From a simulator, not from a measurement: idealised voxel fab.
Process module under the name voxel capacitor over wiring
Cross-sectional view cut (width: 155 nm; square cell size: 5 nm).
Cross-section = grid of square cells, listed top down in bands; band = one or more rows. The entry gives the band's vertical extent as a top height and a bottom height in nm, then its horizontal make-up as materials from left to right, each with a width in nm. "blank" stands for empty space; a single material marked "edge to edge" fills the band edge to edge. Ref level 0: as-received wafer is one material below here. Bottom band extends down with no lower bound ("0..down"). Quick explanation for "30..40": the width changes in equal steps down the rows of cells, from the first number in the band's top row to the second number in its bottom row. Reading "nothing different" for a step: not a cell of the cross-section changed in it. The entry titled "Fully sealed voids" provides the empty spaces that have no open way to the top, restricted to those of 8 cells or more. Each is presented as width x height at distance, the distance being measured from the left edge, with all three in nm. Anything after a step's settings on that line? It's the simulator's own note about the step. "overlay nm", when on a step's line for a step with a mask, measures how far to the right of its planned place the mask lay; a negative measure means to the left.

Below is the list of planned process steps:
1. RECEIVE [material Si]
2. CONFORMAL_DEP [material SiO2] [thk nm 15]
3. DIRECTIONAL_DEP [material TiN] [thk nm 5]
4. DIRECTIONAL_DEP [material W] [thk nm 15]
5. DIRECTIONAL_DEP [material aC] [thk nm 10]
6. PATTERN [tone cover] [mask id METAL_1] [material resist] [width nm 20] [pitch nm 75] [thk nm 25] [overlay nm 0]
7. DIRECTIONAL_ETCH [etch materials aC] [depth nm 10]
8. STRIP [etch materials resist]
9. DIRECTIONAL_ETCH [etch materials W] [depth nm 15]
10. DIRECTIONAL_ETCH [etch materials TiN] [depth nm 5]
11. STRIP [etch materials aC]
12. FILL_DEP [material SiO2] [thk nm 10]
13. CMP [height nm 35]
14. CONFORMAL_DEP [material SiCN] [thk nm 5]
15. DIRECTIONAL_DEP [material lowk] [thk nm 20]
16. PATTERN [tone open] [mask id PLUG_1] [material resist] [width nm 15] [thk nm 15] [overlay nm 0]
17. DIRECTIONAL_ETCH [etch materials lowk] [depth nm 20]
18. DIRECTIONAL_ETCH [etch materials SiCN] [depth nm 5]
19. STRIP [etch materials resist]
20. EPI [material Ru] [thk nm 10]
21. EPI [material Ru] [thk nm 10]
22. EPI [material Ru] [thk nm 5]
23. DIRECTIONAL_DEP [material TiN] [thk nm 10]
24. DIRECTIONAL_DEP [material SiN] [thk nm 5]
25. DIRECTIONAL_DEP [material TiN] [thk nm 10]
26. MASKED_ETCH [tone cover] [mask id UPPER_PLATE] [width nm 60] [etch materials TiN] [depth nm 10] [overlay nm 0]
27. MASKED_ETCH [tone cover] [mask id UPPER_PLATE] [width nm 60] [etch materials SiN] [depth nm 5] [overlay nm 0]
28. MASKED_ETCH [tone cover] [mask id LOWER_PLATE] [width nm 70] [etch materials TiN] [depth nm 10] [overlay nm 0]
29. FILL_DEP [material SiO2] [thk nm 15]
30. CMP [height nm 95]
31. MASKED_ETCH [tone open] [mask id PLUG_2] [width nm 15] [etch materials SiO2] [depth nm 10] [overlay nm 0]
32. CONFORMAL_DEP [material TiN] [thk nm 5]
33. FILL_DEP [material Ru] [thk nm 5]
34. CMP [height nm 95]
35. CONFORMAL_DEP [material SiN] [thk nm 5]

First wafer of two (run as planned):

This is the cross-section of the wafer as we received it, i.e. after step 1:
	0..down = Si edge to edge
	Fully sealed voids: none

Cross-sectional representation of the wafer at the conclusion of step 2:
	15..0 = SiO2 edge to edge
	Everything below 0 is unchanged.

Cross-sectional representation of the wafer at the conclusion of step 3:
	20..15 = TiN edge to edge
	Everything below 15 is unchanged.

Cross-sectional representation of the wafer at the conclusion of step 4:
	35..20 = W edge to edge
	Everything below 20 is unchanged.

Cross-sectional representation of the wafer at the conclusion of step 5:
	45..35 = aC edge to edge
	Everything below 35 is unchanged.

Cross-sectional representation of the wafer at the conclusion of step 6:
	70..45 = blank (30)  resist (20)  blank (55)  resist (20)  blank (30)
	Everything below 45 is unchanged.

Cross-sectional representation of the wafer at the conclusion of step 7:
	60..45 = blank (30)  resist (20)  blank (55)  resist (20)  blank (30)
	45..35 = blank (30)  aC (20)  blank (55)  aC (20)  blank (30)
	Everything below 35 is unchanged.

Cross-sectional representation of the wafer at the conclusion of step 8:
	45..35 = blank (30)  aC (20)  blank (55)  aC (20)  blank (30)
	Everything below 35 is unchanged.

Cross-sectional representation of the wafer at the conclusion of step 9:
	45..35 = blank (30)  aC (20)  blank (55)  aC (20)  blank (30)
	35..20 = blank (30)  W (20)  blank (55)  W (20)  blank (30)
	Everything below 20 is unchanged.

Cross-sectional representation of the wafer at the conclusion of step 10:
	45..35 = blank (30)  aC (20)  blank (55)  aC (20)  blank (30)
	35..20 = blank (30)  W (20)  blank (55)  W (20)  blank (30)
	20..15 = blank (30)  TiN (20)  blank (55)  TiN (20)  blank (30)
	Everything below 15 is unchanged.

Cross-sectional representation of the wafer at the conclusion of step 11:
	35..20 = blank (30)  W (20)  blank (55)  W (20)  blank (30)
	Everything below 20 is unchanged.

Cross-sectional representation of the wafer at the conclusion of step 12:
	45..35 = SiO2 edge to edge
	35..20 = SiO2 (30)  W (20)  SiO2 (55)  W (20)  SiO2 (30)
	20..15 = SiO2 (30)  TiN (20)  SiO2 (55)  TiN (20)  SiO2 (30)
	Everything below 15 is unchanged.

Cross-sectional representation of the wafer at the conclusion of step 13:
	35..20 = SiO2 (30)  W (20)  SiO2 (55)  W (20)  SiO2 (30)
	Everything below 20 is unchanged.

Cross-sectional representation of the wafer at the conclusion of step 14:
	40..35 = SiCN edge to edge
	Everything below 35 is unchanged.

Cross-sectional representation of the wafer at the conclusion of step 15:
	60..40 = lowk edge to edge
	Everything below 40 is unchanged.

Cross-sectional representation of the wafer at the conclusion of step 16:
	75..60 = resist (35)  blank (15)  resist (105)
	Everything below 60 is unchanged.

Cross-sectional representation of the wafer at the conclusion of step 17:
	75..60 = resist (35)  blank (15)  resist (105)
	60..40 = lowk (35)  blank (15)  lowk (105)
	Everything below 40 is unchanged.

Cross-sectional representation of the wafer at the conclusion of step 18:
	75..60 = resist (35)  blank (15)  resist (105)
	60..40 = lowk (35)  blank (15)  lowk (105)
	40..35 = SiCN (35)  blank (15)  SiCN (105)
	Everything below 35 is unchanged.

Cross-sectional representation of the wafer at the conclusion of step 19:
	60..40 = lowk (35)  blank (15)  lowk (105)
	Everything below 40 is unchanged.

Cross-sectional representation of the wafer at the conclusion of step 20:
	60..45 = lowk (35)  blank (15)  lowk (105)
	45..40 = lowk (35)  Ru (15)  lowk (105)
	40..35 = SiCN (35)  Ru (15)  SiCN (105)
	Everything below 35 is unchanged.

Cross-sectional representation of the wafer at the conclusion of step 21:
	60..55 = lowk (35)  blank (15)  lowk (105)
	55..40 = lowk (35)  Ru (15)  lowk (105)
	Everything below 40 is unchanged.

Cross-sectional representation of the wafer at the conclusion of step 22:
	60..40 = lowk (35)  Ru (15)  lowk (105)
	Everything below 40 is unchanged.

Cross-sectional representation of the wafer at the conclusion of step 23:
	70..60 = TiN edge to edge
	Everything below 60 is unchanged.

Cross-sectional representation of the wafer at the conclusion of step 24:
	75..70 = SiN edge to edge
	Everything below 70 is unchanged.

Cross-sectional representation of the wafer at the conclusion of step 25:
	85..75 = TiN edge to edge
	Everything below 75 is unchanged.

Cross-sectional representation of the wafer at the conclusion of step 26:
	85..75 = blank (35)  TiN (60)  blank (60)
	Everything below 75 is unchanged.

Cross-sectional representation of the wafer at the conclusion of step 27:
	85..75 = blank (35)  TiN (60)  blank (60)
	75..70 = blank (35)  SiN (60)  blank (60)
	Everything below 70 is unchanged.

Cross-sectional representation of the wafer at the conclusion of step 28:
	85..75 = blank (35)  TiN (60)  blank (60)
	75..70 = blank (35)  SiN (60)  blank (60)
	70..60 = blank (30)  TiN (70)  blank (55)
	Everything below 60 is unchanged.

Cross-sectional representation of the wafer at the conclusion of step 29:
	100..85 = SiO2 edge to edge
	85..75 = SiO2 (35)  TiN (60)  SiO2 (60)
	75..70 = SiO2 (35)  SiN (60)  SiO2 (60)
	70..60 = SiO2 (30)  TiN (70)  SiO2 (55)
	Everything below 60 is unchanged.

Cross-sectional representation of the wafer at the conclusion of step 30:
	95..85 = SiO2 edge to edge
	Everything below 85 is unchanged.

Cross-sectional representation of the wafer at the conclusion of step 31:
	95..85 = SiO2 (45)  blank (15)  SiO2 (95)
	Everything below 85 is unchanged.

Cross-sectional representation of the wafer at the conclusion of step 32:
	100..95 = TiN (50)  blank (5)  TiN (100)
	95..90 = SiO2 (45)  TiN (5)  blank (5)  TiN (5)  SiO2 (95)
	90..85 = SiO2 (45)  TiN (15)  SiO2 (95)
	Everything below 85 is unchanged.

Cross-sectional representation of the wafer at the conclusion of step 33:
	105..100 = Ru edge to edge
	100..95 = TiN (50)  Ru (5)  TiN (100)
	95..90 = SiO2 (45)  TiN (5)  Ru (5)  TiN (5)  SiO2 (95)
	Everything below 90 is unchanged.

Cross-sectional representation of the wafer at the conclusion of step 34:
	95..90 = SiO2 (45)  TiN (5)  Ru (5)  TiN (5)  SiO2 (95)
	Everything below 90 is unchanged.

Cross-sectional representation of the wafer at the conclusion of step 35:
	100..95 = SiN edge to edge
	Everything below 95 is unchanged.

Second of two: same start, same plan, one run error; steps up to and including 2 match the first:

Cross-section, second wafer, at the end time the plan gives for step 3:
	20..15 = lowk edge to edge
	Everything below 15 is unchanged.

Cross-section, second wafer, at the end time the plan gives for step 4:
	35..20 = W edge to edge
	Everything below 20 is unchanged.

Cross-section, second wafer, at the end time the plan gives for step 5:
	45..35 = aC edge to edge
	Everything below 35 is unchanged.

Cross-section, second wafer, at the end time the plan gives for step 6:
	70..45 = blank (30)  resist (20)  blank (55)  resist (20)  blank (30)
	Everything below 45 is unchanged.

Cross-section, second wafer, at the end time the plan gives for step 7:
	60..45 = blank (30)  resist (20)  blank (55)  resist (20)  blank (30)
	45..35 = blank (30)  aC (20)  blank (55)  aC (20)  blank (30)
	Everything below 35 is unchanged.

Cross-section, second wafer, at the end time the plan gives for step 8:
	45..35 = blank (30)  aC (20)  blank (55)  aC (20)  blank (30)
	Everything below 35 is unchanged.

Cross-section, second wafer, at the end time the plan gives for step 9:
	45..35 = blank (30)  aC (20)  blank (55)  aC (20)  blank (30)
	35..20 = blank (30)  W (20)  blank (55)  W (20)  blank (30)
	Everything below 20 is unchanged.

Cross-section, second wafer, at the end time the plan gives for step 10: nothing different

Cross-section, second wafer, at the end time the plan gives for step 11:
	35..20 = blank (30)  W (20)  blank (55)  W (20)  blank (30)
	Everything below 20 is unchanged.

Cross-section, second wafer, at the end time the plan gives for step 12:
	45..35 = SiO2 edge to edge
	35..20 = SiO2 (30)  W (20)  SiO2 (55)  W (20)  SiO2 (30)
	Everything below 20 is unchanged.

Cross-section, second wafer, at the end time the plan gives for step 13:
	35..20 = SiO2 (30)  W (20)  SiO2 (55)  W (20)  SiO2 (30)
	Everything below 20 is unchanged.

Cross-section, second wafer, at the end time the plan gives for step 14:
	40..35 = SiCN edge to edge
	Everything below 35 is unchanged.

Cross-section, second wafer, at the end time the plan gives for step 15:
	60..40 = lowk edge to edge
	Everything below 40 is unchanged.

Cross-section, second wafer, at the end time the plan gives for step 16:
	75..60 = resist (35)  blank (15)  resist (105)
	Everything below 60 is unchanged.

Cross-section, second wafer, at the end time the plan gives for step 17:
	75..60 = resist (35)  blank (15)  resist (105)
	60..40 = lowk (35)  blank (15)  lowk (105)
	Everything below 40 is unchanged.

Cross-section, second wafer, at the end time the plan gives for step 18:
	75..60 = resist (35)  blank (15)  resist (105)
	60..40 = lowk (35)  blank (15)  lowk (105)
	40..35 = SiCN (35)  blank (15)  SiCN (105)
	Everything below 35 is unchanged.

Cross-section, second wafer, at the end time the plan gives for step 19:
	60..40 = lowk (35)  blank (15)  lowk (105)
	Everything below 40 is unchanged.

Cross-section, second wafer, at the end time the plan gives for step 20:
	60..45 = lowk (35)  blank (15)  lowk (105)
	45..40 = lowk (35)  Ru (15)  lowk (105)
	40..35 = SiCN (35)  Ru (15)  SiCN (105)
	Everything below 35 is unchanged.

Cross-section, second wafer, at the end time the plan gives for step 21:
	60..55 = lowk (35)  blank (15)  lowk (105)
	55..40 = lowk (35)  Ru (15)  lowk (105)
	Everything below 40 is unchanged.

Cross-section, second wafer, at the end time the plan gives for step 22:
	60..40 = lowk (35)  Ru (15)  lowk (105)
	Everything below 40 is unchanged.

Cross-section, second wafer, at the end time the plan gives for step 23:
	70..60 = TiN edge to edge
	Everything below 60 is unchanged.

Cross-section, second wafer, at the end time the plan gives for step 24:
	75..70 = SiN edge to edge
	Everything below 70 is unchanged.

Cross-section, second wafer, at the end time the plan gives for step 25:
	85..75 = TiN edge to edge
	Everything below 75 is unchanged.

Cross-section, second wafer, at the end time the plan gives for step 26:
	85..75 = blank (35)  TiN (60)  blank (60)
	Everything below 75 is unchanged.

Cross-section, second wafer, at the end time the plan gives for step 27:
	85..75 = blank (35)  TiN (60)  blank (60)
	75..70 = blank (35)  SiN (60)  blank (60)
	Everything below 70 is unchanged.

Cross-section, second wafer, at the end time the plan gives for step 28:
	85..75 = blank (35)  TiN (60)  blank (60)
	75..70 = blank (35)  SiN (60)  blank (60)
	70..60 = blank (30)  TiN (70)  blank (55)
	Everything below 60 is unchanged.

Cross-section, second wafer, at the end time the plan gives for step 29:
	100..85 = SiO2 edge to edge
	85..75 = SiO2 (35)  TiN (60)  SiO2 (60)
	75..70 = SiO2 (35)  SiN (60)  SiO2 (60)
	70..60 = SiO2 (30)  TiN (70)  SiO2 (55)
	Everything below 60 is unchanged.

Cross-section, second wafer, at the end time the plan gives for step 30:
	95..85 = SiO2 edge to edge
	Everything below 85 is unchanged.

Cross-section, second wafer, at the end time the plan gives for step 31:
	95..85 = SiO2 (45)  blank (15)  SiO2 (95)
	Everything below 85 is unchanged.

Cross-section, second wafer, at the end time the plan gives for step 32:
	100..95 = TiN (50)  blank (5)  TiN (100)
	95..90 = SiO2 (45)  TiN (5)  blank (5)  TiN (5)  SiO2 (95)
	90..85 = SiO2 (45)  TiN (15)  SiO2 (95)
	Everything below 85 is unchanged.

Cross-section, second wafer, at the end time the plan gives for step 33:
	105..100 = Ru edge to edge
	100..95 = TiN (50)  Ru (5)  TiN (100)
	95..90 = SiO2 (45)  TiN (5)  Ru (5)  TiN (5)  SiO2 (95)
	Everything below 90 is unchanged.

Cross-section, second wafer, at the end time the plan gives for step 34:
	95..90 = SiO2 (45)  TiN (5)  Ru (5)  TiN (5)  SiO2 (95)
	Everything below 90 is unchanged.

Cross-section, second wafer, at the end time the plan gives for step 35:
	100..95 = SiN edge to edge
	Everything below 95 is unchanged.
Want to know what went wrong? step 3 was processed under conditions differing from the plan, specifically as DIRECTIONAL_DEP [material lowk] [thk nm 5]
Upon completion, the second wafer contains, in terms of cells, a greater or smaller amount of certain materials than the first wafer: 23 fewer of SiO2 | 8 fewer of TiN | 31 more of lowk
